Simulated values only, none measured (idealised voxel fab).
Process module under the name voxel self aligned contacts
In the cross-section labelled cut, the width is 255 nm and each square cell is 5 nm.
A cross-section is a grid of square cells, given in bands from the top down. A band is one or more rows of cells. Top, bottom (nm), then materials left to right with widths (nm); lone material tagged "throughout" fills the whole band edge to edge; "air" = empty space. All heights in this document are referenced to 0, defined as the level beneath which the wafer, as received, consists entirely of one material. The lowest band is not bounded below; it extends indefinitely downward and is written in the form "z 0 and below". Quick explanation for "30 to 40": the width changes in equal steps down the rows of cells, from the first number in the band's top row to the second number in its bottom row. It should be understood that the words "no alterations made", when stated for a given step, signify that the cross-section underwent no change in any of its cells during that step. Closed empty spaces (no open way to the top) of 8 cells or more are what "Closed empty spaces" lists, each as width x height at distance from the left edge, nm for all three. after a step's settings: what the simulator itself notes on the step. Regarding "overlay nm": on a step with a mask, it is the distance the mask lay to the right of its planned place; a negative value places it to the left.

# Planned step list for the process
- 1: RECEIVE: material Si
- 2: CONFORMAL_DEP: material SiO2, thk nm 5
- 3: DIRECTIONAL_DEP: material polySi, thk nm 25
- 4: DIRECTIONAL_DEP: material SiN, thk nm 25
- 5: PATTERN: tone cover, mask id GATE, material resist, width nm 35, pitch nm 75, thk nm 15, overlay nm 0
- 6: DIRECTIONAL_ETCH: etch materials SiN, depth nm 25
- 7: DIRECTIONAL_ETCH: etch materials polySi, depth nm 25
- 8: STRIP: etch materials resist
- 9: CONFORMAL_DEP: material SiN, thk nm 10
- 10: DIRECTIONAL_ETCH: etch materials SiN, depth nm 10
- 11: FILL_DEP: material SiO2, thk nm 15
- 12: CMP: height nm 65
- 13: MASKED_ETCH: tone open, mask id CONTACT, width nm 50, pitch nm 75, etch materials SiO2, depth nm 65, overlay nm 0
- 14: CONFORMAL_DEP: material TiN, thk nm 5
- 15: FILL_DEP: material Ru, thk nm 10
- 16: CMP: height nm 65
- 17: CONFORMAL_DEP: material SiN, thk nm 5

# The first of a set of two wafers, run to plan

# Wafer at receipt (post step 1), cross-section
z 0 and below | Si throughout
Closed empty spaces: none

# Wafer section view after processing step 2
z 5 to 0 | SiO2 throughout
Anything lower than 0 is untouched.

# Wafer section view after processing step 3
z 30 to 5 | polySi throughout
Anything lower than 5 is untouched.

# Wafer section view after processing step 4
z 55 to 30 | SiN throughout
Anything lower than 30 is untouched.

# Wafer section view after processing step 5
z 70 to 55 | 35 nm air  35 nm resist  40 nm air  35 nm resist  40 nm air  35 nm resist  35 nm air
Anything lower than 55 is untouched.

# Wafer section view after processing step 6
z 70 to 55 | 35 nm air  35 nm resist  40 nm air  35 nm resist  40 nm air  35 nm resist  35 nm air
z 55 to 30 | 35 nm air  35 nm SiN  40 nm air  35 nm SiN  40 nm air  35 nm SiN  35 nm air
Anything lower than 30 is untouched.

# Wafer section view after processing step 7
z 70 to 55 | 35 nm air  35 nm resist  40 nm air  35 nm resist  40 nm air  35 nm resist  35 nm air
z 55 to 30 | 35 nm air  35 nm SiN  40 nm air  35 nm SiN  40 nm air  35 nm SiN  35 nm air
z 30 to 5 | 35 nm air  35 nm polySi  40 nm air  35 nm polySi  40 nm air  35 nm polySi  35 nm air
Anything lower than 5 is untouched.

# Wafer section view after processing step 8
z 55 to 30 | 35 nm air  35 nm SiN  40 nm air  35 nm SiN  40 nm air  35 nm SiN  35 nm air
Anything lower than 30 is untouched.

# Wafer section view after processing step 9
z 65 to 30 | 25 nm air  55 nm SiN  20 nm air  55 nm SiN  20 nm air  55 nm SiN  25 nm air
z 30 to 15 | 25 nm air  10 nm SiN  35 nm polySi  10 nm SiN  20 nm air  10 nm SiN  35 nm polySi  10 nm SiN  20 nm air  10 nm SiN  35 nm polySi  10 nm SiN  25 nm air
z 15 to 5 | 35 nm SiN  35 nm polySi  40 nm SiN  35 nm polySi  40 nm SiN  35 nm polySi  35 nm SiN
Anything lower than 5 is untouched.

# Wafer section view after processing step 10
z 55 to 30 | 25 nm air  55 nm SiN  20 nm air  55 nm SiN  20 nm air  55 nm SiN  25 nm air
z 30 to 5 | 25 nm air  10 nm SiN  35 nm polySi  10 nm SiN  20 nm air  10 nm SiN  35 nm polySi  10 nm SiN  20 nm air  10 nm SiN  35 nm polySi  10 nm SiN  25 nm air
Anything lower than 5 is untouched.

# Wafer section view after processing step 11
z 70 to 55 | SiO2 throughout
z 55 to 30 | 25 nm SiO2  55 nm SiN  20 nm SiO2  55 nm SiN  20 nm SiO2  55 nm SiN  25 nm SiO2
z 30 to 5 | 25 nm SiO2  10 nm SiN  35 nm polySi  10 nm SiN  20 nm SiO2  10 nm SiN  35 nm polySi  10 nm SiN  20 nm SiO2  10 nm SiN  35 nm polySi  10 nm SiN  25 nm SiO2
Anything lower than 5 is untouched.

# Wafer section view after processing step 12
z 65 to 55 | SiO2 throughout
Anything lower than 55 is untouched.

# Wafer section view after processing step 13
z 65 to 55 | 65 nm SiO2  50 nm air  25 nm SiO2  50 nm air  65 nm SiO2
z 55 to 30 | 25 nm SiO2  55 nm SiN  20 nm air  55 nm SiN  20 nm air  55 nm SiN  25 nm SiO2
z 30 to 5 | 25 nm SiO2  10 nm SiN  35 nm polySi  10 nm SiN  20 nm air  10 nm SiN  35 nm polySi  10 nm SiN  20 nm air  10 nm SiN  35 nm polySi  10 nm SiN  25 nm SiO2
z 5 to 0 | 80 nm SiO2  20 nm air  55 nm SiO2  20 nm air  80 nm SiO2
Anything lower than 0 is untouched.

# Wafer section view after processing step 14
z 70 to 65 | 70 nm TiN  40 nm air  35 nm TiN  40 nm air  70 nm TiN
z 65 to 55 | 65 nm SiO2  5 to 20 nm TiN  40 to 10 nm air  5 to 20 nm TiN  25 nm SiO2  5 to 20 nm TiN  40 to 10 nm air  5 to 20 nm TiN  65 nm SiO2
z 55 to 30 | 25 nm SiO2  55 nm SiN  5 nm TiN  10 nm air  5 nm TiN  55 nm SiN  5 nm TiN  10 nm air  5 nm TiN  55 nm SiN  25 nm SiO2
z 30 to 5 | 25 nm SiO2  10 nm SiN  35 nm polySi  10 nm SiN  5 nm TiN  10 nm air  5 nm TiN  10 nm SiN  35 nm polySi  10 nm SiN  5 nm TiN  10 nm air  5 nm TiN  10 nm SiN  35 nm polySi  10 nm SiN  25 nm SiO2
z 5 to 0 | 80 nm SiO2  20 nm TiN  55 nm SiO2  20 nm TiN  80 nm SiO2
Anything lower than 0 is untouched.

# Wafer section view after processing step 15
z 80 to 70 | Ru throughout
z 70 to 65 | 70 nm TiN  40 nm Ru  35 nm TiN  40 nm Ru  70 nm TiN
z 65 to 55 | 65 nm SiO2  5 to 20 nm TiN  40 to 10 nm Ru  5 to 20 nm TiN  25 nm SiO2  5 to 20 nm TiN  40 to 10 nm Ru  5 to 20 nm TiN  65 nm SiO2
z 55 to 30 | 25 nm SiO2  55 nm SiN  5 nm TiN  10 nm Ru  5 nm TiN  55 nm SiN  5 nm TiN  10 nm Ru  5 nm TiN  55 nm SiN  25 nm SiO2
z 30 to 5 | 25 nm SiO2  10 nm SiN  35 nm polySi  10 nm SiN  5 nm TiN  10 nm Ru  5 nm TiN  10 nm SiN  35 nm polySi  10 nm SiN  5 nm TiN  10 nm Ru  5 nm TiN  10 nm SiN  35 nm polySi  10 nm SiN  25 nm SiO2
Anything lower than 5 is untouched.

# Wafer section view after processing step 16
z 65 to 55 | 65 nm SiO2  5 to 20 nm TiN  40 to 10 nm Ru  5 to 20 nm TiN  25 nm SiO2  5 to 20 nm TiN  40 to 10 nm Ru  5 to 20 nm TiN  65 nm SiO2
Anything lower than 55 is untouched.

# Wafer section view after processing step 17
z 70 to 65 | SiN throughout
Anything lower than 65 is untouched.

# Wafer two of the pair: same origin, same plan, one error during the run; identical to wafer one up to and including step 1

# Cross-section of the second wafer corresponding to the planned conclusion of step 2
z 25 to 0 | polySi throughout
Anything lower than 0 is untouched.

# Cross-section of the second wafer corresponding to the planned conclusion of step 3
z 30 to 25 | SiO2 throughout
Anything lower than 25 is untouched.

# Cross-section of the second wafer corresponding to the planned conclusion of step 4
z 55 to 30 | SiN throughout
Anything lower than 30 is untouched.

# Cross-section of the second wafer corresponding to the planned conclusion of step 5
z 70 to 55 | 35 nm air  35 nm resist  40 nm air  35 nm resist  40 nm air  35 nm resist  35 nm air
Anything lower than 55 is untouched.

# Cross-section of the second wafer corresponding to the planned conclusion of step 6
z 70 to 55 | 35 nm air  35 nm resist  40 nm air  35 nm resist  40 nm air  35 nm resist  35 nm air
z 55 to 30 | 35 nm air  35 nm SiN  40 nm air  35 nm SiN  40 nm air  35 nm SiN  35 nm air
Anything lower than 30 is untouched.

Cross-section of the second wafer corresponding to the planned conclusion of step 7: no alterations made

# Cross-section of the second wafer corresponding to the planned conclusion of step 8
z 55 to 30 | 35 nm air  35 nm SiN  40 nm air  35 nm SiN  40 nm air  35 nm SiN  35 nm air
Anything lower than 30 is untouched.

# Cross-section of the second wafer corresponding to the planned conclusion of step 9
z 65 to 40 | 25 nm air  55 nm SiN  20 nm air  55 nm SiN  20 nm air  55 nm SiN  25 nm air
z 40 to 30 | SiN throughout
Anything lower than 30 is untouched.

# Cross-section of the second wafer corresponding to the planned conclusion of step 10
z 55 to 30 | 25 nm air  55 nm SiN  20 nm air  55 nm SiN  20 nm air  55 nm SiN  25 nm air
Anything lower than 30 is untouched.

# Cross-section of the second wafer corresponding to the planned conclusion of step 11
z 70 to 55 | SiO2 throughout
z 55 to 30 | 25 nm SiO2  55 nm SiN  20 nm SiO2  55 nm SiN  20 nm SiO2  55 nm SiN  25 nm SiO2
Anything lower than 30 is untouched.

# Cross-section of the second wafer corresponding to the planned conclusion of step 12
z 65 to 55 | SiO2 throughout
Anything lower than 55 is untouched.

# Cross-section of the second wafer corresponding to the planned conclusion of step 13
z 65 to 55 | 65 nm SiO2  50 nm air  25 nm SiO2  50 nm air  65 nm SiO2
z 55 to 30 | 25 nm SiO2  55 nm SiN  20 nm air  55 nm SiN  20 nm air  55 nm SiN  25 nm SiO2
z 30 to 25 | 80 nm SiO2  20 nm air  55 nm SiO2  20 nm air  80 nm SiO2
Anything lower than 25 is untouched.

# Cross-section of the second wafer corresponding to the planned conclusion of step 14
z 70 to 65 | 70 nm TiN  40 nm air  35 nm TiN  40 nm air  70 nm TiN
z 65 to 55 | 65 nm SiO2  5 to 20 nm TiN  40 to 10 nm air  5 to 20 nm TiN  25 nm SiO2  5 to 20 nm TiN  40 to 10 nm air  5 to 20 nm TiN  65 nm SiO2
z 55 to 30 | 25 nm SiO2  55 nm SiN  5 nm TiN  10 nm air  5 nm TiN  55 nm SiN  5 nm TiN  10 nm air  5 nm TiN  55 nm SiN  25 nm SiO2
z 30 to 25 | 80 nm SiO2  20 nm TiN  55 nm SiO2  20 nm TiN  80 nm SiO2
Anything lower than 25 is untouched.

# Cross-section of the second wafer corresponding to the planned conclusion of step 15
z 80 to 70 | Ru throughout
z 70 to 65 | 70 nm TiN  40 nm Ru  35 nm TiN  40 nm Ru  70 nm TiN
z 65 to 55 | 65 nm SiO2  5 to 20 nm TiN  40 to 10 nm Ru  5 to 20 nm TiN  25 nm SiO2  5 to 20 nm TiN  40 to 10 nm Ru  5 to 20 nm TiN  65 nm SiO2
z 55 to 30 | 25 nm SiO2  55 nm SiN  5 nm TiN  10 nm Ru  5 nm TiN  55 nm SiN  5 nm TiN  10 nm Ru  5 nm TiN  55 nm SiN  25 nm SiO2
Anything lower than 30 is untouched.

# Cross-section of the second wafer corresponding to the planned conclusion of step 16
z 65 to 55 | 65 nm SiO2  5 to 20 nm TiN  40 to 10 nm Ru  5 to 20 nm TiN  25 nm SiO2  5 to 20 nm TiN  40 to 10 nm Ru  5 to 20 nm TiN  65 nm SiO2
Anything lower than 55 is untouched.

# Cross-section of the second wafer corresponding to the planned conclusion of step 17
z 70 to 65 | SiN throughout
Anything lower than 65 is untouched.
It is concluded that the wafer was processed incorrectly with respect to the plan, in that the executed order of steps 2 and 3 is the reverse of that specified in the plan, each step having taken the other's position
Final cells, second wafer relative to first, materials higher or lower: Ru: 20 fewer, SiN: 60 fewer, SiO2: 50 fewer, TiN: 20 fewer, polySi: 150 more
